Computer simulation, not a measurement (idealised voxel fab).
The name of this process module is voxel transistor to metal.
Pictured: cross-section cut, 160 nm wide, on a grid of 5 nm square cells.
When this document writes out a cross-section, it uses a grid of square cells and lists it as bands, beginning at the top and moving down, with a band standing for one or more rows of cells.
Heads up on the band format: heights come first, top then bottom, in nm. After that it's the materials left to right, each with its width in nm. A single material flagged "all across" fills the whole band edge to edge, and "empty" means there's empty space there.
It should be noted that heights are counted from 0, beneath which the wafer as supplied is of one material throughout, and that the lowest band possesses no lower boundary but continues downward, as written in "0 nm and below".
Graded width ("30->40"): value in top row of band = first number; value in bottom row = second number; row-to-row change constant.
"nothing different" (step): cross-section cells unchanged, all of them.
So "Enclosed void list" is basically the list of trapped voids: any empty space of 8 cells or more that can't reach the top through an opening. They're written width x height at distance, the distance being from the left edge, and it's all nm.
Post-settings text on a step line: simulator's own remark regarding the step.
overlay nm: mask offset rightward from planned place, masked step; negative means leftward offset.
-- Process steps foreseen in the plan
1 RECEIVE,material Si
2 OXIDIZE,depth nm 5
3 CONFORMAL_DEP,material SiN,thk nm 10
4 MASKED_ETCH,tone cover,mask id ACTIVE,width nm 100,etch materials SiN,depth nm 10,overlay nm 0
5 MASKED_ETCH,tone cover,mask id ACTIVE,width nm 100,etch materials SiO2,depth nm 5,overlay nm 0
6 MASKED_ETCH,tone cover,mask id ACTIVE,width nm 100,etch materials Si,depth nm 25,overlay nm 0
7 OXIDIZE,depth nm 5
8 FILL_DEP,material SiO2,thk nm 15
9 CMP,height nm 10
10 SELECTIVE_ETCH,etch materials SiO2,depth nm 5
11 STRIP,etch materials SiN
12 SELECTIVE_ETCH,etch materials SiO2,depth nm 5
13 OXIDIZE,depth nm 5
14 DIRECTIONAL_DEP,material polySi,thk nm 30
15 DIRECTIONAL_DEP,material SiCN,thk nm 10
16 MASKED_ETCH,tone cover,mask id GATE,width nm 20,etch materials SiCN,depth nm 20,overlay nm 0
17 MASKED_ETCH,tone cover,mask id GATE,width nm 20,etch materials polySi,depth nm 40,overlay nm 0
18 CONFORMAL_DEP,material SiN,thk nm 5
19 DIRECTIONAL_ETCH,etch materials SiN,depth nm 5
20 DIRECTIONAL_ETCH,etch materials SiO2,depth nm 5
21 EPI,material pSi,thk nm 5
22 FILL_DEP,material SiO2,thk nm 10
23 CMP,height nm 35
24 DIRECTIONAL_DEP,material SiO2,thk nm 15
25 MASKED_ETCH,tone open,mask id CONTACT,width nm 15,pitch nm 75,etch materials SiO2,depth nm 55,overlay nm 0
26 CONFORMAL_DEP,material TiN,thk nm 5
27 FILL_DEP,material Ru,thk nm 5
28 CMP,height nm 50
29 CONFORMAL_DEP,material SiCN,thk nm 5
30 DIRECTIONAL_DEP,material SiO2,thk nm 25
31 PATTERN,tone open,mask id METAL_1,material resist,width nm 15,pitch nm 75,thk nm 15,overlay nm 0
32 DIRECTIONAL_ETCH,etch materials SiO2,depth nm 25
33 DIRECTIONAL_ETCH,etch materials SiCN,depth nm 5
34 STRIP,etch materials resist
35 CONFORMAL_DEP,material TiN,thk nm 5
36 FILL_DEP,material Ru,thk nm 5
37 CMP,height nm 80
38 EPI,material Ru,thk nm 5
39 FILL_DEP,material SiCN,thk nm 5
-- Cross-section, incoming material, after step 1
0 nm and below = Si all across
Enclosed void list: none
-- Wafer at module end, in section. Began as above, planned as above, run with one mistake
90 nm to 85 nm = SiCN all across
85 nm to 80 nm = SiCN=30; Ru=25; SiCN=50; Ru=25; SiCN=30
80 nm to 55 nm = SiO2=35; TiN=5; Ru=5; TiN=5; SiO2=60; TiN=5; Ru=5; TiN=5; SiO2=35
55 nm to 50 nm = SiCN=35; TiN=15; SiCN=60; TiN=15; SiCN=35
50 nm to 35 nm = SiO2=35; TiN=5; Ru=5; TiN=5; SiO2=60; TiN=5; Ru=5; TiN=5; SiO2=35
35 nm to 30 nm = SiO2=35; TiN=5; Ru=5; TiN=5; SiO2=20; SiCN=20; SiO2=20; TiN=5; Ru=5; TiN=5; SiO2=35
30 nm to 25 nm = SiO2=35; TiN=5; Ru=5; TiN=5; SiO2=15; SiN=5; SiCN=20; SiN=5; SiO2=15; TiN=5; Ru=5; TiN=5; SiO2=35
25 nm to 0 nm = SiO2=35; TiN=5; Ru=5; TiN=5; SiO2=15; SiN=5; polySi=20; SiN=5; SiO2=15; TiN=5; Ru=5; TiN=5; SiO2=35
0 nm to -5 nm = SiO2=35; TiN=15; SiO2=15; SiN=5; polySi=20; SiN=5; SiO2=15; TiN=15; SiO2=35
-5 nm to -10 nm = SiO2 all across
-10 nm to -35 nm = SiO2=35; Si=90; SiO2=35
-35 nm and below = Si all across
Enclosed void list: none
Plan not followed: heads up, step 20 didn't go per plan, it actually ran as DIRECTIONAL_ETCH,etch materials SiN,depth nm 5
